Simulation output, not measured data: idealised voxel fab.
Process module heading - voxel self aligned contacts
285 nm wide, 5 nm square cells: that's cross-section cut.
A cross-section is written here as square cells arranged in a grid, and it is given in bands from the top down, each band taking up one or more rows of cells.
The entry gives the band's vertical extent as a top height and a bottom height in nm, then its horizontal make-up as materials from left to right, each with a width in nm. "blank" stands for empty space; a single material marked "full width" fills the band edge to edge.
Height is counted from the level 0, under which the received wafer is composed throughout of one material. The lowest of the bands is not closed at the bottom but continues downward, in the notation "0..down".
The expression "30 to 40" gives the width at the extremes of the band, the first number at its top row of cells and the second at its bottom row, with the width changing by equal amounts from each row to the next in between.
What does "everything unchanged" mean for a step? It means no cell of the cross-section changed in that step.
"Fully sealed voids" contains a list of empty spaces, each no smaller than 8 cells and without an open way to the top, written in the form width x height at distance with the distance from the left edge and all three in nm.
Step line, after settings: the simulator's comment on this step.
overlay nm, on a step with a mask: how far to the right of its planned place the mask lay; to the left if negative

-- Process steps (planned)
1,RECEIVE (material Si)
2,OXIDIZE (depth nm 5)
3,DIRECTIONAL_DEP (material polySi; thk nm 30)
4,DIRECTIONAL_DEP (material SiN; thk nm 20)
5,MASKED_ETCH (tone cover; mask id GATE; width nm 25; pitch nm 70; etch materials SiN; depth nm 20; overlay nm 0)
6,MASKED_ETCH (tone cover; mask id GATE; width nm 25; pitch nm 70; etch materials polySi; depth nm 30; overlay nm 0)
7,CONFORMAL_DEP (material SiN; thk nm 10)
8,DIRECTIONAL_ETCH (etch materials SiN; depth nm 10)
9,FILL_DEP (material SiO2; thk nm 20)
10,CMP (height nm 60)
11,DIRECTIONAL_DEP (material aC; thk nm 10)
12,PATTERN (tone open; mask id CONTACT; material resist; width nm 55; pitch nm 70; thk nm 30; overlay nm 0)
13,DIRECTIONAL_ETCH (etch materials aC; depth nm 10)
14,STRIP (etch materials resist)
15,DIRECTIONAL_ETCH (etch materials SiO2; depth nm 65)
16,STRIP (etch materials aC)
17,CONFORMAL_DEP (material TiN; thk nm 5)
18,FILL_DEP (material W; thk nm 10)
19,CMP (height nm 60)
20,CONFORMAL_DEP (material SiN; thk nm 5)

-- Account of the first of two wafers, which was processed as intended

-- Cross-section of the wafer upon arrival, representing the state reached after step 1
	0..down  Si full width
	Fully sealed voids: none

-- Upon completion of step 2, the wafer appears in cross-section as shown
	0..-5  SiO2 full width
	Under -5: no change, same as before.

-- Upon completion of step 3, the wafer appears in cross-section as shown
	30..0  polySi full width
	Under 0: no change, same as before.

-- Upon completion of step 4, the wafer appears in cross-section as shown
	50..30  SiN full width
	Under 30: no change, same as before.

-- Upon completion of step 5, the wafer appears in cross-section as shown
	50..30  60 blank | 25 SiN | 45 blank | 25 SiN | 45 blank | 25 SiN | 60 blank
	Under 30: no change, same as before.

-- Upon completion of step 6, the wafer appears in cross-section as shown
	50..30  60 blank | 25 SiN | 45 blank | 25 SiN | 45 blank | 25 SiN | 60 blank
	30..0  60 blank | 25 polySi | 45 blank | 25 polySi | 45 blank | 25 polySi | 60 blank
	Under 0: no change, same as before.

-- Upon completion of step 7, the wafer appears in cross-section as shown
	60..30  50 blank | 45 SiN | 25 blank | 45 SiN | 25 blank | 45 SiN | 50 blank
	30..10  50 blank | 10 SiN | 25 polySi | 10 SiN | 25 blank | 10 SiN | 25 polySi | 10 SiN | 25 blank | 10 SiN | 25 polySi | 10 SiN | 50 blank
	10..0  60 SiN | 25 polySi | 45 SiN | 25 polySi | 45 SiN | 25 polySi | 60 SiN
	Under 0: no change, same as before.

-- Upon completion of step 8, the wafer appears in cross-section as shown
	50..30  50 blank | 45 SiN | 25 blank | 45 SiN | 25 blank | 45 SiN | 50 blank
	30..0  50 blank | 10 SiN | 25 polySi | 10 SiN | 25 blank | 10 SiN | 25 polySi | 10 SiN | 25 blank | 10 SiN | 25 polySi | 10 SiN | 50 blank
	Under 0: no change, same as before.

-- Upon completion of step 9, the wafer appears in cross-section as shown
	70..50  SiO2 full width
	50..30  50 SiO2 | 45 SiN | 25 SiO2 | 45 SiN | 25 SiO2 | 45 SiN | 50 SiO2
	30..0  50 SiO2 | 10 SiN | 25 polySi | 10 SiN | 25 SiO2 | 10 SiN | 25 polySi | 10 SiN | 25 SiO2 | 10 SiN | 25 polySi | 10 SiN | 50 SiO2
	Under 0: no change, same as before.

-- Upon completion of step 10, the wafer appears in cross-section as shown
	60..50  SiO2 full width
	Under 50: no change, same as before.

-- Upon completion of step 11, the wafer appears in cross-section as shown
	70..60  aC full width
	Under 60: no change, same as before.

-- Upon completion of step 12, the wafer appears in cross-section as shown
	100..70  80 resist | 55 blank | 15 resist | 55 blank | 80 resist
	Under 70: no change, same as before.

-- Upon completion of step 13, the wafer appears in cross-section as shown
	90..70  80 resist | 55 blank | 15 resist | 55 blank | 80 resist
	70..60  80 aC | 55 blank | 15 aC | 55 blank | 80 aC
	Under 60: no change, same as before.

-- Upon completion of step 14, the wafer appears in cross-section as shown
	70..60  80 aC | 55 blank | 15 aC | 55 blank | 80 aC
	Under 60: no change, same as before.

-- Upon completion of step 15, the wafer appears in cross-section as shown
	70..60  80 aC | 55 blank | 15 aC | 55 blank | 80 aC
	60..50  80 SiO2 | 55 blank | 15 SiO2 | 55 blank | 80 SiO2
	50..30  50 SiO2 | 45 SiN | 25 blank | 45 SiN | 25 blank | 45 SiN | 50 SiO2
	30..0  50 SiO2 | 10 SiN | 25 polySi | 10 SiN | 25 blank | 10 SiN | 25 polySi | 10 SiN | 25 blank | 10 SiN | 25 polySi | 10 SiN | 50 SiO2
	0..-5  95 SiO2 | 25 blank | 45 SiO2 | 25 blank | 95 SiO2
	Under -5: no change, same as before.

-- Upon completion of step 16, the wafer appears in cross-section as shown
	60..50  80 SiO2 | 55 blank | 15 SiO2 | 55 blank | 80 SiO2
	Under 50: no change, same as before.

-- Upon completion of step 17, the wafer appears in cross-section as shown
	65..60  85 TiN | 45 blank | 25 TiN | 45 blank | 85 TiN
	60..50  80 SiO2 | 5 to 20 TiN | 45 to 15 blank | 5 to 20 TiN | 15 SiO2 | 5 to 20 TiN | 45 to 15 blank | 5 to 20 TiN | 80 SiO2
	50..30  50 SiO2 | 45 SiN | 5 TiN | 15 blank | 5 TiN | 45 SiN | 5 TiN | 15 blank | 5 TiN | 45 SiN | 50 SiO2
	30..0  50 SiO2 | 10 SiN | 25 polySi | 10 SiN | 5 TiN | 15 blank | 5 TiN | 10 SiN | 25 polySi | 10 SiN | 5 TiN | 15 blank | 5 TiN | 10 SiN | 25 polySi | 10 SiN | 50 SiO2
	0..-5  95 SiO2 | 25 TiN | 45 SiO2 | 25 TiN | 95 SiO2
	Under -5: no change, same as before.

-- Upon completion of step 18, the wafer appears in cross-section as shown
	75..65  W full width
	65..60  85 TiN | 45 W | 25 TiN | 45 W | 85 TiN
	60..50  80 SiO2 | 5 to 20 TiN | 45 to 15 W | 5 to 20 TiN | 15 SiO2 | 5 to 20 TiN | 45 to 15 W | 5 to 20 TiN | 80 SiO2
	50..30  50 SiO2 | 45 SiN | 5 TiN | 15 W | 5 TiN | 45 SiN | 5 TiN | 15 W | 5 TiN | 45 SiN | 50 SiO2
	30..0  50 SiO2 | 10 SiN | 25 polySi | 10 SiN | 5 TiN | 15 W | 5 TiN | 10 SiN | 25 polySi | 10 SiN | 5 TiN | 15 W | 5 TiN | 10 SiN | 25 polySi | 10 SiN | 50 SiO2
	Under 0: no change, same as before.

-- Upon completion of step 19, the wafer appears in cross-section as shown
	60..50  80 SiO2 | 5 to 20 TiN | 45 to 15 W | 5 to 20 TiN | 15 SiO2 | 5 to 20 TiN | 45 to 15 W | 5 to 20 TiN | 80 SiO2
	Under 50: no change, same as before.

-- Upon completion of step 20, the wafer appears in cross-section as shown
	65..60  SiN full width
	Under 60: no change, same as before.

-- For the second wafer, take the first wafer's start and plan, then add one mistake made in running it; everything through step 4, that step included, is shared with the first

-- Second wafer, cut view, end of step 5 per plan
	50..30  65 blank | 15 SiN | 55 blank | 15 SiN | 55 blank | 15 SiN | 65 blank
	Under 30: no change, same as before.

-- Second wafer, cut view, end of step 6 per plan
	50..30  65 blank | 15 SiN | 55 blank | 15 SiN | 55 blank | 15 SiN | 65 blank
	30..0  60 blank | 25 polySi | 45 blank | 25 polySi | 45 blank | 25 polySi | 60 blank
	Under 0: no change, same as before.

-- Second wafer, cut view, end of step 7 per plan
	60..40  55 blank | 35 SiN | 35 blank | 35 SiN | 35 blank | 35 SiN | 55 blank
	40..30  50 blank | 45 SiN | 25 blank | 45 SiN | 25 blank | 45 SiN | 50 blank
	30..10  50 blank | 10 SiN | 25 polySi | 10 SiN | 25 blank | 10 SiN | 25 polySi | 10 SiN | 25 blank | 10 SiN | 25 polySi | 10 SiN | 50 blank
	10..0  60 SiN | 25 polySi | 45 SiN | 25 polySi | 45 SiN | 25 polySi | 60 SiN
	Under 0: no change, same as before.

-- Second wafer, cut view, end of step 8 per plan
	50..30  55 blank | 35 SiN | 35 blank | 35 SiN | 35 blank | 35 SiN | 55 blank
	30..0  50 blank | 10 SiN | 25 polySi | 10 SiN | 25 blank | 10 SiN | 25 polySi | 10 SiN | 25 blank | 10 SiN | 25 polySi | 10 SiN | 50 blank
	Under 0: no change, same as before.

-- Second wafer, cut view, end of step 9 per plan
	70..50  SiO2 full width
	50..30  55 SiO2 | 35 SiN | 35 SiO2 | 35 SiN | 35 SiO2 | 35 SiN | 55 SiO2
	30..0  50 SiO2 | 10 SiN | 25 polySi | 10 SiN | 25 SiO2 | 10 SiN | 25 polySi | 10 SiN | 25 SiO2 | 10 SiN | 25 polySi | 10 SiN | 50 SiO2
	Under 0: no change, same as before.

-- Second wafer, cut view, end of step 10 per plan
	60..50  SiO2 full width
	Under 50: no change, same as before.

-- Second wafer, cut view, end of step 11 per plan
	70..60  aC full width
	Under 60: no change, same as before.

-- Second wafer, cut view, end of step 12 per plan
	100..70  80 resist | 55 blank | 15 resist | 55 blank | 80 resist
	Under 70: no change, same as before.

-- Second wafer, cut view, end of step 13 per plan
	90..70  80 resist | 55 blank | 15 resist | 55 blank | 80 resist
	70..60  80 aC | 55 blank | 15 aC | 55 blank | 80 aC
	Under 60: no change, same as before.

-- Second wafer, cut view, end of step 14 per plan
	70..60  80 aC | 55 blank | 15 aC | 55 blank | 80 aC
	Under 60: no change, same as before.

-- Second wafer, cut view, end of step 15 per plan
	70..60  80 aC | 55 blank | 15 aC | 55 blank | 80 aC
	60..50  80 SiO2 | 55 blank | 15 SiO2 | 55 blank | 80 SiO2
	50..30  55 SiO2 | 35 SiN | 35 blank | 35 SiN | 35 blank | 35 SiN | 55 SiO2
	30..0  50 SiO2 | 10 SiN | 25 polySi | 10 SiN | 25 blank | 10 SiN | 25 polySi | 10 SiN | 25 blank | 10 SiN | 25 polySi | 10 SiN | 50 SiO2
	0..-5  95 SiO2 | 25 blank | 45 SiO2 | 25 blank | 95 SiO2
	Under -5: no change, same as before.

-- Second wafer, cut view, end of step 16 per plan
	60..50  80 SiO2 | 55 blank | 15 SiO2 | 55 blank | 80 SiO2
	Under 50: no change, same as before.

-- Second wafer, cut view, end of step 17 per plan
	65..60  85 TiN | 45 blank | 25 TiN | 45 blank | 85 TiN
	60..50  80 SiO2 | 5 to 15 TiN | 45 to 25 blank | 5 to 15 TiN | 15 SiO2 | 5 to 15 TiN | 45 to 25 blank | 5 to 15 TiN | 80 SiO2
	50..35  55 SiO2 | 35 SiN | 5 TiN | 25 blank | 5 TiN | 35 SiN | 5 TiN | 25 blank | 5 TiN | 35 SiN | 55 SiO2
	35..30  55 SiO2 | 35 SiN | 10 TiN | 15 blank | 10 TiN | 35 SiN | 10 TiN | 15 blank | 10 TiN | 35 SiN | 55 SiO2
	30..0  50 SiO2 | 10 SiN | 25 polySi | 10 SiN | 5 TiN | 15 blank | 5 TiN | 10 SiN | 25 polySi | 10 SiN | 5 TiN | 15 blank | 5 TiN | 10 SiN | 25 polySi | 10 SiN | 50 SiO2
	0..-5  95 SiO2 | 25 TiN | 45 SiO2 | 25 TiN | 95 SiO2
	Under -5: no change, same as before.

-- Second wafer, cut view, end of step 18 per plan
	75..65  W full width
	65..60  85 TiN | 45 W | 25 TiN | 45 W | 85 TiN
	60..50  80 SiO2 | 5 to 15 TiN | 45 to 25 W | 5 to 15 TiN | 15 SiO2 | 5 to 15 TiN | 45 to 25 W | 5 to 15 TiN | 80 SiO2
	50..35  55 SiO2 | 35 SiN | 5 TiN | 25 W | 5 TiN | 35 SiN | 5 TiN | 25 W | 5 TiN | 35 SiN | 55 SiO2
	35..30  55 SiO2 | 35 SiN | 10 TiN | 15 W | 10 TiN | 35 SiN | 10 TiN | 15 W | 10 TiN | 35 SiN | 55 SiO2
	30..0  50 SiO2 | 10 SiN | 25 polySi | 10 SiN | 5 TiN | 15 W | 5 TiN | 10 SiN | 25 polySi | 10 SiN | 5 TiN | 15 W | 5 TiN | 10 SiN | 25 polySi | 10 SiN | 50 SiO2
	Under 0: no change, same as before.

-- Second wafer, cut view, end of step 19 per plan
	60..50  80 SiO2 | 5 to 15 TiN | 45 to 25 W | 5 to 15 TiN | 15 SiO2 | 5 to 15 TiN | 45 to 25 W | 5 to 15 TiN | 80 SiO2
	Under 50: no change, same as before.

-- Second wafer, cut view, end of step 20 per plan
	65..60  SiN full width
	Under 60: no change, same as before.
Run error: step 5 changed vs plan, executed as MASKED_ETCH (tone cover; mask id GATE; width nm 15; pitch nm 70; etch materials SiN; depth nm 20; overlay nm 0)
Looking at both finished wafers in cells, the second ends up ahead of or behind the first on some materials: SiN -24; SiO2 +8; W +16
